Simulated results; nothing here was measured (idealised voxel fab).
This section sets out a process module, namely voxel lift off.
Square cells of 5 nm make up the cross-section cut, whose width is 290 nm.
Cross-section spec: square-cell grid; bands listed top down; each band is one or more rows. This entry defines a band. It first specifies the height of the band's top and the height of its bottom in nm, and then specifies the band's materials from left to right, stating each material with its width in nm. The word "edge to edge" identifies a single material that fills the band from edge to edge, while the word "air" identifies empty space. Heads up on the height convention: 0 is the point under which the incoming wafer is all one material, and the lowest band has no bottom, it just keeps going down, like "z 0 and below". Width: "30->40" (first number = top row, second number = bottom row, same change from row to row of cells). "remained unchanged" for a step: no cell of the cross-section changed in that step. If an empty space has no open way to the top and is at least 8 cells in size, "Closed void entries" lists it, written width x height at distance, where distance is measured from the left edge and every value is in nm. It should be noted that, on the line of a given step, the content following the step's settings is a remark produced by the simulator itself with respect to that step. For masked steps, "overlay nm" on the step line gives how far right of plan the mask actually lay; a minus sign means it lay to the left.

-- Here's what the planned process steps look like
1. RECEIVE | material Si
2. CONFORMAL_DEP | material SiN | thk nm 15
3. PATTERN | tone open | mask id LINES | material resist | width nm 15 | pitch nm 35 | thk nm 15 | overlay nm 0
4. DIRECTIONAL_DEP | material Ru | thk nm 5
5. STRIP | etch materials resist
6. CONFORMAL_DEP | material SiCN | thk nm 10

-- Cross-section of the wafer at receipt, which is the condition after step 1
	z 0 and below: Si edge to edge
	Closed void entries: none

-- Wafer at module end, in section. Began as above, planned as above, run with one mistake
	z 45 to 40: air 75 / SiCN 140 / air 75
	z 40 to 35: SiCN edge to edge
	z 35 to 30: SiCN 85 / Ru 15 / SiCN 20 / Ru 15 / SiCN 20 / Ru 15 / SiCN 20 / Ru 15 / SiCN 85
	z 30 to 0: SiN edge to edge
	z 0 and below: Si edge to edge
	Closed void entries: none
Deviation noted in wafer processing: step 2 was run twice
